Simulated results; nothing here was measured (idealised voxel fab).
The name of this process module is voxel air gaps.
The cross-section shown here is cut; it is 155 nm wide and divided into square cells measuring 5 nm on a side.
How to read a cross-section here: the picture is a grid of square cells, written as bands going from the top down, and any band can span one or more rows of cells. The entry gives the band's vertical extent as a top height and a bottom height in nm, then its horizontal make-up as materials from left to right, each with a width in nm. "empty" stands for empty space; a single material marked "full width" fills the band edge to edge. Counting heights begins at 0, where everything beneath is, in the wafer as received, one material. The lowest band has no bottom; it goes on downwards, as "top 0, no bottom" shows. A two-number width, for instance "30->40", indicates that the width is equal to the first number in the top row of the band and to the second number in the bottom row, and that it changes by a constant amount per row of cells. Any step labelled "remained unchanged" changed none of the cells in the cross-section. "Voids lacking openings" specifies each empty space that is not open to the top and that occupies no fewer than 8 cells, using the form width x height at distance, the distance measured from the left edge and all three quantities in nm. Whatever follows a step's settings on its line is a remark the simulator itself makes about that step. overlay nm: mask offset rightward from planned place, masked step; negative means leftward offset.

Here's what the planned process steps look like
1. RECEIVE,material Si
2. CONFORMAL_DEP,material SiO2,thk nm 15
3. CONFORMAL_DEP,material SiCN,thk nm 5
4. DIRECTIONAL_DEP,material lowk,thk nm 35
5. PATTERN,tone open,mask id LINES,material resist,width nm 15,pitch nm 40,thk nm 15,overlay nm 0
6. DIRECTIONAL_ETCH,etch materials lowk,depth nm 35
7. STRIP,etch materials resist
8. CONFORMAL_DEP,material TiN,thk nm 5
9. FILL_DEP,material W,thk nm 5
10. CMP,height nm 55
11. EPI,material Ru,thk nm 10
12. SELECTIVE_ETCH,etch materials lowk,depth nm 45
13. CONFORMAL_DEP,material SiCN,thk nm 5

Below: the first of two wafers, run as planned

Cross-section of the wafer at receipt, which is the condition after step 1
top 0, no bottom = Si full width
Voids lacking openings: none

State of the wafer after step 2, shown in cross-section
top 15, bottom 0 = SiO2 full width
Below 0, the layers are the same as they were.

State of the wafer after step 3, shown in cross-section
top 20, bottom 15 = SiCN full width
Below 15, the layers are the same as they were.

State of the wafer after step 4, shown in cross-section
top 55, bottom 20 = lowk full width
Below 20, the layers are the same as they were.

State of the wafer after step 5, shown in cross-section
top 70, bottom 55 = resist (30); empty (15); resist (25); empty (15); resist (25); empty (15); resist (30)
Below 55, the layers are the same as they were.

State of the wafer after step 6, shown in cross-section
top 70, bottom 55 = resist (30); empty (15); resist (25); empty (15); resist (25); empty (15); resist (30)
top 55, bottom 20 = lowk (30); empty (15); lowk (25); empty (15); lowk (25); empty (15); lowk (30)
Below 20, the layers are the same as they were.

State of the wafer after step 7, shown in cross-section
top 55, bottom 20 = lowk (30); empty (15); lowk (25); empty (15); lowk (25); empty (15); lowk (30)
Below 20, the layers are the same as they were.

State of the wafer after step 8, shown in cross-section
top 60, bottom 55 = TiN (35); empty (5); TiN (35); empty (5); TiN (35); empty (5); TiN (35)
top 55, bottom 25 = lowk (30); TiN (5); empty (5); TiN (5); lowk (25); TiN (5); empty (5); TiN (5); lowk (25); TiN (5); empty (5); TiN (5); lowk (30)
top 25, bottom 20 = lowk (30); TiN (15); lowk (25); TiN (15); lowk (25); TiN (15); lowk (30)
Below 20, the layers are the same as they were.

State of the wafer after step 9, shown in cross-section
top 65, bottom 60 = W full width
top 60, bottom 55 = TiN (35); W (5); TiN (35); W (5); TiN (35); W (5); TiN (35)
top 55, bottom 25 = lowk (30); TiN (5); W (5); TiN (5); lowk (25); TiN (5); W (5); TiN (5); lowk (25); TiN (5); W (5); TiN (5); lowk (30)
Below 25, the layers are the same as they were.

State of the wafer after step 10, shown in cross-section
top 55, bottom 25 = lowk (30); TiN (5); W (5); TiN (5); lowk (25); TiN (5); W (5); TiN (5); lowk (25); TiN (5); W (5); TiN (5); lowk (30)
Below 25, the layers are the same as they were.

State of the wafer after step 11, shown in cross-section
top 65, bottom 55 = empty (20); Ru (35); empty (5); Ru (35); empty (5); Ru (35); empty (20)
Below 55, the layers are the same as they were.

State of the wafer after step 12, shown in cross-section
top 65, bottom 55 = empty (20); Ru (35); empty (5); Ru (35); empty (5); Ru (35); empty (20)
top 55, bottom 25 = empty (30); TiN (5); W (5); TiN (5); empty (25); TiN (5); W (5); TiN (5); empty (25); TiN (5); W (5); TiN (5); empty (30)
top 25, bottom 20 = empty (30); TiN (15); empty (25); TiN (15); empty (25); TiN (15); empty (30)
Below 20, the layers are the same as they were.

State of the wafer after step 13, shown in cross-section
top 70, bottom 65 = empty (15); SiCN (125); empty (15)
top 65, bottom 55 = empty (15); SiCN (5); Ru (35); SiCN (5); Ru (35); SiCN (5); Ru (35); SiCN (5); empty (15)
top 55, bottom 50 = empty (15); SiCN (15); TiN (5); W (5); TiN (5); SiCN (25); TiN (5); W (5); TiN (5); SiCN (25); TiN (5); W (5); TiN (5); SiCN (15); empty (15)
top 50, bottom 25 = empty (25); SiCN (5); TiN (5); W (5); TiN (5); SiCN (5); empty (15); SiCN (5); TiN (5); W (5); TiN (5); SiCN (5); empty (15); SiCN (5); TiN (5); W (5); TiN (5); SiCN (5); empty (25)
top 25, bottom 20 = SiCN (30); TiN (15); SiCN (25); TiN (15); SiCN (25); TiN (15); SiCN (30)
Below 20, the layers are the same as they were.
Voids lacking openings: 15 x 25 at 50; 15 x 25 at 90

Notes, second wafer: start = first wafer's, plan = first wafer's, execution had one mistake; history identical to first through step 1

Second wafer, sectioned view, at step 2's planned end time
top 5, bottom 0 = SiO2 full width
Below 0, the layers are the same as they were.

Second wafer, sectioned view, at step 3's planned end time
top 10, bottom 5 = SiCN full width
Below 5, the layers are the same as they were.

Second wafer, sectioned view, at step 4's planned end time
top 45, bottom 10 = lowk full width
Below 10, the layers are the same as they were.

Second wafer, sectioned view, at step 5's planned end time
top 60, bottom 45 = resist (30); empty (15); resist (25); empty (15); resist (25); empty (15); resist (30)
Below 45, the layers are the same as they were.

Second wafer, sectioned view, at step 6's planned end time
top 60, bottom 45 = resist (30); empty (15); resist (25); empty (15); resist (25); empty (15); resist (30)
top 45, bottom 10 = lowk (30); empty (15); lowk (25); empty (15); lowk (25); empty (15); lowk (30)
Below 10, the layers are the same as they were.

Second wafer, sectioned view, at step 7's planned end time
top 45, bottom 10 = lowk (30); empty (15); lowk (25); empty (15); lowk (25); empty (15); lowk (30)
Below 10, the layers are the same as they were.

Second wafer, sectioned view, at step 8's planned end time
top 50, bottom 45 = TiN (35); empty (5); TiN (35); empty (5); TiN (35); empty (5); TiN (35)
top 45, bottom 15 = lowk (30); TiN (5); empty (5); TiN (5); lowk (25); TiN (5); empty (5); TiN (5); lowk (25); TiN (5); empty (5); TiN (5); lowk (30)
top 15, bottom 10 = lowk (30); TiN (15); lowk (25); TiN (15); lowk (25); TiN (15); lowk (30)
Below 10, the layers are the same as they were.

Second wafer, sectioned view, at step 9's planned end time
top 55, bottom 50 = W full width
top 50, bottom 45 = TiN (35); W (5); TiN (35); W (5); TiN (35); W (5); TiN (35)
top 45, bottom 15 = lowk (30); TiN (5); W (5); TiN (5); lowk (25); TiN (5); W (5); TiN (5); lowk (25); TiN (5); W (5); TiN (5); lowk (30)
Below 15, the layers are the same as they were.

Second wafer, sectioned view, at step 10's planned end time: remained unchanged

Second wafer, sectioned view, at step 11's planned end time
top 65, bottom 55 = Ru full width
Below 55, the layers are the same as they were.

Second wafer, sectioned view, at step 12's planned end time: remained unchanged

Second wafer, sectioned view, at step 13's planned end time
top 70, bottom 65 = SiCN full width
Below 65, the layers are the same as they were.
Processing error: for step 2, the planned setting was not used; the step was instead run as CONFORMAL_DEP,material SiO2,thk nm 5
Upon completion, the second wafer contains, in terms of cells, a greater or smaller amount of certain materials than the first wafer: +20 Ru; -70 SiCN; -62 SiO2; +28 TiN; +34 W; +154 lowk
Final observation: first wafer, 2 closed voids; second wafer, 0 closed voids.
